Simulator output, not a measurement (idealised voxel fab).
The name of this process module is voxel self aligned vias.
Square cells of 5 nm make up the cross-section cut, whose width is 175 nm.
Cross-section, as written here: a square-cell grid given band by band from the top down, where a band holds one or more rows of cells. Within each band entry, the heights of the top and of the bottom of the band appear first, in that order and in nm; the materials of the band then follow from left to right, each with its corresponding width in nm. The designation "edge to edge" on a single material indicates that it fills the band from edge to edge; the designation "air" indicates empty space. The level at which height equals 0 is the one under which the wafer, as it arrives, is entirely one material. No lower edge exists for the bottom band, which continues downward and is notated as in "0 nm and below". So if you see something like "30->40" for the width, read it as the top row of the band sitting at the first number and the bottom row at the second, with every row in between moving by the same amount as the last. "stayed the same" after a step means that no cell of the cross-section changed. Enclosed voids (no open way to top), threshold 8 cells or more, entry "Closed void listing", notation width x height at distance, distance from left edge, nm. It should be noted that, on the line of a given step, the content following the step's settings is a remark produced by the simulator itself with respect to that step. The optional step-line setting "overlay nm" applies to steps with a mask and quantifies how far to the right of its planned location the mask lay, a negative value indicating leftward placement.

-- Process steps - plan
- 1: RECEIVE [material Si]
- 2: CONFORMAL_DEP [material SiO2] [thk nm 15]
- 3: CONFORMAL_DEP [material SiCN] [thk nm 5]
- 4: DIRECTIONAL_DEP [material lowk] [thk nm 30]
- 5: DIRECTIONAL_DEP [material aC] [thk nm 15]
- 6: PATTERN [tone open] [mask id LINES] [material resist] [width nm 25] [pitch nm 65] [thk nm 35] [overlay nm 0]
- 7: DIRECTIONAL_ETCH [etch materials aC] [depth nm 15]
- 8: STRIP [etch materials resist]
- 9: DIRECTIONAL_ETCH [etch materials lowk] [depth nm 30]
- 10: STRIP [etch materials aC]
- 11: CONFORMAL_DEP [material TiN] [thk nm 5]
- 12: FILL_DEP [material W] [thk nm 5]
- 13: CMP [height nm 50]
- 14: SELECTIVE_ETCH [etch materials W Ru TiN] [depth nm 10]
- 15: FILL_DEP [material SiN] [thk nm 10]
- 16: CMP [height nm 50]
- 17: DIRECTIONAL_DEP [material lowk] [thk nm 20]
- 18: DIRECTIONAL_DEP [material aC] [thk nm 10]
- 19: PATTERN [tone open] [mask id VIAS] [material resist] [width nm 35] [thk nm 30] [overlay nm 0]
- 20: DIRECTIONAL_ETCH [etch materials aC] [depth nm 10]
- 21: STRIP [etch materials resist]
- 22: DIRECTIONAL_ETCH [etch materials lowk] [depth nm 20]
- 23: DIRECTIONAL_ETCH [etch materials SiN] [depth nm 10]
- 24: STRIP [etch materials aC]
- 25: CONFORMAL_DEP [material TiN] [thk nm 5]
- 26: FILL_DEP [material W] [thk nm 10]
- 27: CMP [height nm 70]
- 28: CONFORMAL_DEP [material SiN] [thk nm 5]

-- Concerning the first of two wafers, which was run in accordance with the plan

-- Cross-section of the incoming wafer, state after step 1
- 0 nm and below | Si edge to edge
- Closed void listing: none

-- How the wafer stands in section after step 2
- 15 nm to 0 nm | SiO2 edge to edge
- For the remainder of the cross-section, below 0, there is no change.

-- How the wafer stands in section after step 3
- 20 nm to 15 nm | SiCN edge to edge
- For the remainder of the cross-section, below 15, there is no change.

-- How the wafer stands in section after step 4
- 50 nm to 20 nm | lowk edge to edge
- For the remainder of the cross-section, below 20, there is no change.

-- How the wafer stands in section after step 5
- 65 nm to 50 nm | aC edge to edge
- For the remainder of the cross-section, below 50, there is no change.

-- How the wafer stands in section after step 6
- 100 nm to 65 nm | resist (40), air (25), resist (40), air (25), resist (45)
- For the remainder of the cross-section, below 65, there is no change.

-- How the wafer stands in section after step 7
- 85 nm to 65 nm | resist (40), air (25), resist (40), air (25), resist (45)
- 65 nm to 50 nm | aC (40), air (25), aC (40), air (25), aC (45)
- For the remainder of the cross-section, below 50, there is no change.

-- How the wafer stands in section after step 8
- 65 nm to 50 nm | aC (40), air (25), aC (40), air (25), aC (45)
- For the remainder of the cross-section, below 50, there is no change.

-- How the wafer stands in section after step 9
- 65 nm to 50 nm | aC (40), air (25), aC (40), air (25), aC (45)
- 50 nm to 20 nm | lowk (40), air (25), lowk (40), air (25), lowk (45)
- For the remainder of the cross-section, below 20, there is no change.

-- How the wafer stands in section after step 10
- 50 nm to 20 nm | lowk (40), air (25), lowk (40), air (25), lowk (45)
- For the remainder of the cross-section, below 20, there is no change.

-- How the wafer stands in section after step 11
- 55 nm to 50 nm | TiN (45), air (15), TiN (50), air (15), TiN (50)
- 50 nm to 25 nm | lowk (40), TiN (5), air (15), TiN (5), lowk (40), TiN (5), air (15), TiN (5), lowk (45)
- 25 nm to 20 nm | lowk (40), TiN (25), lowk (40), TiN (25), lowk (45)
- For the remainder of the cross-section, below 20, there is no change.

-- How the wafer stands in section after step 12
- 60 nm to 55 nm | W edge to edge
- 55 nm to 50 nm | TiN (45), W (15), TiN (50), W (15), TiN (50)
- 50 nm to 25 nm | lowk (40), TiN (5), W (15), TiN (5), lowk (40), TiN (5), W (15), TiN (5), lowk (45)
- For the remainder of the cross-section, below 25, there is no change.

-- How the wafer stands in section after step 13
- 50 nm to 25 nm | lowk (40), TiN (5), W (15), TiN (5), lowk (40), TiN (5), W (15), TiN (5), lowk (45)
- For the remainder of the cross-section, below 25, there is no change.

-- How the wafer stands in section after step 14
- 50 nm to 40 nm | lowk (40), air (25), lowk (40), air (25), lowk (45)
- For the remainder of the cross-section, below 40, there is no change.

-- How the wafer stands in section after step 15
- 60 nm to 50 nm | SiN edge to edge
- 50 nm to 40 nm | lowk (40), SiN (25), lowk (40), SiN (25), lowk (45)
- For the remainder of the cross-section, below 40, there is no change.

-- How the wafer stands in section after step 16
- 50 nm to 40 nm | lowk (40), SiN (25), lowk (40), SiN (25), lowk (45)
- For the remainder of the cross-section, below 40, there is no change.

-- How the wafer stands in section after step 17
- 70 nm to 50 nm | lowk edge to edge
- For the remainder of the cross-section, below 50, there is no change.

-- How the wafer stands in section after step 18
- 80 nm to 70 nm | aC edge to edge
- For the remainder of the cross-section, below 70, there is no change.

-- How the wafer stands in section after step 19
- 110 nm to 80 nm | resist (35), air (35), resist (105)
- For the remainder of the cross-section, below 80, there is no change.

-- How the wafer stands in section after step 20
- 100 nm to 80 nm | resist (35), air (35), resist (105)
- 80 nm to 70 nm | aC (35), air (35), aC (105)
- For the remainder of the cross-section, below 70, there is no change.

-- How the wafer stands in section after step 21
- 80 nm to 70 nm | aC (35), air (35), aC (105)
- For the remainder of the cross-section, below 70, there is no change.

-- How the wafer stands in section after step 22
- 80 nm to 70 nm | aC (35), air (35), aC (105)
- 70 nm to 50 nm | lowk (35), air (35), lowk (105)
- For the remainder of the cross-section, below 50, there is no change.

-- How the wafer stands in section after step 23
- 80 nm to 70 nm | aC (35), air (35), aC (105)
- 70 nm to 50 nm | lowk (35), air (35), lowk (105)
- 50 nm to 40 nm | lowk (40), air (25), lowk (40), SiN (25), lowk (45)
- For the remainder of the cross-section, below 40, there is no change.

-- How the wafer stands in section after step 24
- 70 nm to 50 nm | lowk (35), air (35), lowk (105)
- For the remainder of the cross-section, below 50, there is no change.

-- How the wafer stands in section after step 25
- 75 nm to 70 nm | TiN (40), air (25), TiN (110)
- 70 nm to 55 nm | lowk (35), TiN (5), air (25), TiN (5), lowk (105)
- 55 nm to 50 nm | lowk (35), TiN (10), air (15), TiN (10), lowk (105)
- 50 nm to 45 nm | lowk (40), TiN (5), air (15), TiN (5), lowk (40), SiN (25), lowk (45)
- 45 nm to 40 nm | lowk (40), TiN (25), lowk (40), SiN (25), lowk (45)
- For the remainder of the cross-section, below 40, there is no change.

-- How the wafer stands in section after step 26
- 85 nm to 75 nm | W edge to edge
- 75 nm to 70 nm | TiN (40), W (25), TiN (110)
- 70 nm to 55 nm | lowk (35), TiN (5), W (25), TiN (5), lowk (105)
- 55 nm to 50 nm | lowk (35), TiN (10), W (15), TiN (10), lowk (105)
- 50 nm to 45 nm | lowk (40), TiN (5), W (15), TiN (5), lowk (40), SiN (25), lowk (45)
- For the remainder of the cross-section, below 45, there is no change.

-- How the wafer stands in section after step 27
- 70 nm to 55 nm | lowk (35), TiN (5), W (25), TiN (5), lowk (105)
- For the remainder of the cross-section, below 55, there is no change.

-- How the wafer stands in section after step 28
- 75 nm to 70 nm | SiN edge to edge
- For the remainder of the cross-section, below 70, there is no change.

-- Wafer two of the pair: same origin, same plan, one error during the run; identical to wafer one up to and including step 21

-- Second wafer at the planned finish of step 22, seen in cross-section
- 80 nm to 70 nm | aC (35), air (35), aC (105)
- 70 nm to 50 nm | lowk (35), air (35), lowk (105)
- 50 nm to 40 nm | lowk (35), air (5), SiN (25), air (5), lowk (35), SiN (25), lowk (45)
- 40 nm to 30 nm | lowk (35), air (5), TiN (5), W (15), TiN (5), air (5), lowk (35), TiN (5), W (15), TiN (5), lowk (45)
- For the remainder of the cross-section, below 30, there is no change.

-- Second wafer at the planned finish of step 23, seen in cross-section
- 80 nm to 70 nm | aC (35), air (35), aC (105)
- 70 nm to 50 nm | lowk (35), air (35), lowk (105)
- 50 nm to 40 nm | lowk (35), air (35), lowk (35), SiN (25), lowk (45)
- For the remainder of the cross-section, below 40, there is no change.

-- Second wafer at the planned finish of step 24, seen in cross-section
- 70 nm to 50 nm | lowk (35), air (35), lowk (105)
- For the remainder of the cross-section, below 50, there is no change.

-- Second wafer at the planned finish of step 25, seen in cross-section
- 75 nm to 70 nm | TiN (40), air (25), TiN (110)
- 70 nm to 50 nm | lowk (35), TiN (5), air (25), TiN (5), lowk (105)
- 50 nm to 45 nm | lowk (35), TiN (5), air (25), TiN (5), lowk (35), SiN (25), lowk (45)
- 45 nm to 40 nm | lowk (35), TiN (35), lowk (35), SiN (25), lowk (45)
- 40 nm to 30 nm | lowk (35), TiN (10), W (15), TiN (10), lowk (35), TiN (5), W (15), TiN (5), lowk (45)
- For the remainder of the cross-section, below 30, there is no change.

-- Second wafer at the planned finish of step 26, seen in cross-section
- 85 nm to 75 nm | W edge to edge
- 75 nm to 70 nm | TiN (40), W (25), TiN (110)
- 70 nm to 50 nm | lowk (35), TiN (5), W (25), TiN (5), lowk (105)
- 50 nm to 45 nm | lowk (35), TiN (5), W (25), TiN (5), lowk (35), SiN (25), lowk (45)
- For the remainder of the cross-section, below 45, there is no change.

-- Second wafer at the planned finish of step 27, seen in cross-section
- 70 nm to 50 nm | lowk (35), TiN (5), W (25), TiN (5), lowk (105)
- For the remainder of the cross-section, below 50, there is no change.

-- Second wafer at the planned finish of step 28, seen in cross-section
- 75 nm to 70 nm | SiN edge to edge
- For the remainder of the cross-section, below 70, there is no change.
The plan and the run diverged here: in the plan, step 22 was performed twice
End of process, cell counts, second wafer against first, materials with more or fewer: 4 more of TiN; 4 more of W; 8 fewer of lowk
